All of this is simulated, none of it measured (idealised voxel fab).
process module | voxel wiring stack
Cross-sectional view cut (width: 300 nm; square cell size: 5 nm).
Each cross-section below is a grid of square cells, stated as bands in top-down order, with one or more rows of cells making up each band.
In this notation a band is specified by the heights of its top and bottom, in that order and in nm, after which its materials appear from left to right, each paired with its width in nm. The word "everywhere" attached to a single material means that material fills the band from edge to edge; the word "blank" stands for empty space.
Below 0: as-received wafer, all one material; heights counted from there. Lowest band: no bottom, goes on down, written "0 and below".
With a width like "30->40", each row of cells in the band differs from the next by the same amount, the top row carrying the first number and the bottom row the second.
"nothing altered" -> step changed no cross-section cell.
Closed-off voids of 8+ cells (no open route to the top) go in "Fully enclosed voids", written width x height at distance from the left edge, in nm.
That trailing text on a step's line, after the settings, is the simulator's own remark on the step.
Among the settings permitted on a step's line is "overlay nm"; applied to a step with a mask, it specifies the extent to which the mask lay to the right of its planned position, whereas a negative figure signifies a position to the left.

### So here's the lineup of process steps we planned
- 1: RECEIVE: material Si
- 2: CONFORMAL_DEP: material SiO2, thk nm 15
- 3: DIRECTIONAL_DEP: material TiN, thk nm 5
- 4: DIRECTIONAL_DEP: material Ru, thk nm 25
- 5: PATTERN: tone cover, mask id METAL_1, material resist, width nm 20, pitch nm 35, thk nm 20, overlay nm 0
- 6: DIRECTIONAL_ETCH: etch materials Ru, depth nm 25
- 7: DIRECTIONAL_ETCH: etch materials TiN, depth nm 5
- 8: STRIP: etch materials resist
- 9: FILL_DEP: material SiO2, thk nm 5
- 10: CMP: height nm 45
- 11: CONFORMAL_DEP: material SiCN, thk nm 5
- 12: DIRECTIONAL_DEP: material SiO2, thk nm 30
- 13: PATTERN: tone open, mask id METAL_2_HOLES, material resist, width nm 15, pitch nm 35, thk nm 20, overlay nm 0
- 14: DIRECTIONAL_ETCH: etch materials SiO2, depth nm 30
- 15: STRIP: etch materials resist
- 16: PATTERN: tone open, mask id METAL_2, material resist, width nm 20, pitch nm 35, thk nm 20, overlay nm 0
- 17: DIRECTIONAL_ETCH: etch materials SiO2, depth nm 15
- 18: DIRECTIONAL_ETCH: etch materials SiCN, depth nm 5
- 19: STRIP: etch materials resist
- 20: CONFORMAL_DEP: material TiN, thk nm 5
- 21: FILL_DEP: material Cu, thk nm 10
- 22: CMP: height nm 80
- 23: CONFORMAL_DEP: material SiCN, thk nm 5
- 24: DIRECTIONAL_DEP: material SiO2, thk nm 10
- 25: MASKED_ETCH: tone open, mask id PLUG_2, width nm 15, pitch nm 35, etch materials SiO2, depth nm 10, overlay nm 0
- 26: MASKED_ETCH: tone open, mask id PLUG_2, width nm 15, pitch nm 35, etch materials SiCN, depth nm 5, overlay nm 0
- 27: EPI: material Ru, thk nm 10
- 28: EPI: material Ru, thk nm 5
- 29: DIRECTIONAL_DEP: material TiN, thk nm 5
- 30: DIRECTIONAL_DEP: material Ru, thk nm 20
- 31: MASKED_ETCH: tone cover, mask id METAL_3, width nm 20, pitch nm 35, etch materials Ru, depth nm 20, overlay nm 0
- 32: MASKED_ETCH: tone cover, mask id METAL_3, width nm 20, pitch nm 35, etch materials TiN, depth nm 5, overlay nm 0
- 33: FILL_DEP: material SiO2, thk nm 10
- 34: CMP: height nm 120
- 35: CONFORMAL_DEP: material SiCN, thk nm 5
- 36: DIRECTIONAL_DEP: material SiO2, thk nm 20
- 37: DIRECTIONAL_DEP: material aC, thk nm 10
- 38: PATTERN: tone open, mask id PLUG_3, material resist, width nm 15, pitch nm 35, thk nm 25, overlay nm 0
- 39: DIRECTIONAL_ETCH: etch materials aC, depth nm 10
- 40: STRIP: etch materials resist
- 41: DIRECTIONAL_ETCH: etch materials SiO2, depth nm 20
- 42: DIRECTIONAL_ETCH: etch materials SiCN, depth nm 5
- 43: STRIP: etch materials aC
- 44: CONFORMAL_DEP: material TiN, thk nm 5
- 45: FILL_DEP: material Cu, thk nm 10
- 46: CMP: height nm 145
- 47: DIRECTIONAL_DEP: material TiN, thk nm 5
- 48: DIRECTIONAL_DEP: material W, thk nm 25
- 49: MASKED_ETCH: tone cover, mask id METAL_4, width nm 20, pitch nm 35, etch materials W, depth nm 25, overlay nm 0
- 50: MASKED_ETCH: tone cover, mask id METAL_4, width nm 20, pitch nm 35, etch materials TiN, depth nm 5, overlay nm 0
- 51: CONFORMAL_DEP: material SiN, thk nm 5
- 52: FILL_DEP: material lowk, thk nm 5
- 53: CMP: height nm 175
- 54: CONFORMAL_DEP: material SiN, thk nm 5

### This is the cross-section of the wafer as we received it, i.e. after step 1
- 0 and below = Si everywhere
- Fully enclosed voids: none

### first wafer at the end, as planned
- 180 down to 175 = SiN everywhere
- 175 down to 150 = lowk=80  SiN=5  W=20  SiN=5  lowk=5  SiN=5  W=20  SiN=5  lowk=5  SiN=5  W=20  SiN=5  lowk=5  SiN=5  W=20  SiN=5  lowk=85
- 150 down to 145 = SiN=85  TiN=20  SiN=15  TiN=20  SiN=15  TiN=20  SiN=15  TiN=20  SiN=90
- 145 down to 125 = SiO2=85  TiN=5  Cu=5  TiN=5  SiO2=20  TiN=5  Cu=5  TiN=5  SiO2=20  TiN=5  Cu=5  TiN=5  SiO2=20  TiN=5  Cu=5  TiN=5  SiO2=95
- 125 down to 120 = SiCN=85  TiN=15  SiCN=20  TiN=15  SiCN=20  TiN=15  SiCN=20  TiN=15  SiCN=95
- 120 down to 100 = SiO2=85  Ru=20  SiO2=15  Ru=20  SiO2=15  Ru=20  SiO2=15  Ru=20  SiO2=90
- 100 down to 95 = SiO2=85  TiN=20  SiO2=15  TiN=20  SiO2=15  TiN=20  SiO2=15  TiN=20  SiO2=90
- 95 down to 85 = SiO2=85  Ru=15  SiO2=20  Ru=15  SiO2=20  Ru=15  SiO2=20  Ru=15  SiO2=95
- 85 down to 80 = SiCN=85  Ru=15  SiCN=20  Ru=15  SiCN=20  Ru=15  SiCN=20  Ru=15  SiCN=95
- 80 down to 70 = SiO2=85  TiN=5  Cu=10  TiN=5  SiO2=15  TiN=5  Cu=10  TiN=5  SiO2=15  TiN=5  Cu=10  TiN=5  SiO2=15  TiN=5  Cu=10  TiN=5  SiO2=90
- 70 down to 65 = SiO2=85  TiN=5  Cu=5  TiN=10  SiO2=15  TiN=5  Cu=5  TiN=10  SiO2=15  TiN=5  Cu=5  TiN=10  SiO2=15  TiN=5  Cu=5  TiN=10  SiO2=90
- 65 down to 50 = SiO2=85  TiN=5  Cu=5  TiN=5  SiO2=20  TiN=5  Cu=5  TiN=5  SiO2=20  TiN=5  Cu=5  TiN=5  SiO2=20  TiN=5  Cu=5  TiN=5  SiO2=95
- 50 down to 45 = SiCN=85  TiN=15  SiCN=20  TiN=15  SiCN=20  TiN=15  SiCN=20  TiN=15  SiCN=95
- 45 down to 20 = SiO2=85  Ru=20  SiO2=15  Ru=20  SiO2=15  Ru=20  SiO2=15  Ru=20  SiO2=90
- 20 down to 15 = SiO2=85  TiN=20  SiO2=15  TiN=20  SiO2=15  TiN=20  SiO2=15  TiN=20  SiO2=90
- 15 down to 0 = SiO2 everywhere
- 0 and below = Si everywhere
- Fully enclosed voids: none

### This cross-section belongs to the second wafer of two at the end of the module; the start and the plan were shared with the first, and the run included one mistake
- 180 down to 175 = SiN everywhere
- 175 down to 150 = lowk=80  SiN=5  W=20  SiN=5  lowk=5  SiN=5  W=20  SiN=5  lowk=5  SiN=5  W=20  SiN=5  lowk=5  SiN=5  W=20  SiN=5  lowk=85
- 150 down to 145 = SiN=85  TiN=20  SiN=15  TiN=20  SiN=15  TiN=20  SiN=15  TiN=20  SiN=90
- 145 down to 125 = SiO2=85  TiN=5  Cu=5  TiN=5  SiO2=20  TiN=5  Cu=5  TiN=5  SiO2=20  TiN=5  Cu=5  TiN=5  SiO2=20  TiN=5  Cu=5  TiN=5  SiO2=95
- 125 down to 120 = SiCN=85  TiN=15  SiCN=20  TiN=15  SiCN=20  TiN=15  SiCN=20  TiN=15  SiCN=95
- 120 down to 100 = SiO2=85  Ru=20  SiO2=15  Ru=20  SiO2=15  Ru=20  SiO2=15  Ru=20  SiO2=90
- 100 down to 95 = SiO2=85  TiN=20  SiO2=15  TiN=20  SiO2=15  TiN=20  SiO2=15  TiN=20  SiO2=90
- 95 down to 85 = SiO2=85  Ru=15  SiO2=20  Ru=15  SiO2=20  Ru=15  SiO2=20  Ru=15  SiO2=95
- 85 down to 80 = SiCN=85  Ru=15  SiCN=20  Ru=15  SiCN=20  Ru=15  SiCN=20  Ru=15  SiCN=95
- 80 down to 70 = SiO2=85  TiN=5  Cu=10  TiN=5  SiO2=15  TiN=5  Cu=10  TiN=5  SiO2=15  TiN=5  Cu=10  TiN=5  SiO2=15  TiN=5  Cu=10  TiN=5  SiO2=90
- 70 down to 65 = SiO2=85  TiN=5  Cu=5  TiN=10  SiO2=15  TiN=5  Cu=5  TiN=10  SiO2=15  TiN=5  Cu=5  TiN=10  SiO2=15  TiN=5  Cu=5  TiN=10  SiO2=90
- 65 down to 50 = SiO2=85  TiN=5  Cu=5  TiN=5  SiO2=20  TiN=5  Cu=5  TiN=5  SiO2=20  TiN=5  Cu=5  TiN=5  SiO2=20  TiN=5  Cu=5  TiN=5  SiO2=95
- 50 down to 45 = SiCN=85  TiN=15  SiCN=20  TiN=15  SiCN=20  TiN=15  SiCN=20  TiN=15  SiCN=95
- 45 down to 35 = SiO2=85  Ru=20  SiO2=15  Ru=20  SiO2=15  Ru=20  SiO2=15  Ru=20  SiO2=90
- 35 down to 30 = SiO2=85  TiN=20  SiO2=15  TiN=20  SiO2=15  TiN=20  SiO2=15  TiN=20  SiO2=90
- 30 down to 0 = SiO2 everywhere
- 0 and below = Si everywhere
- Fully enclosed voids: none
In executing the process, a mistake was made relative to the plan: step 2 in the plan was executed twice
Per the end-of-run cell counts, the second wafer holds more or fewer of some materials than the first: 48 fewer of Ru, 48 more of SiO2
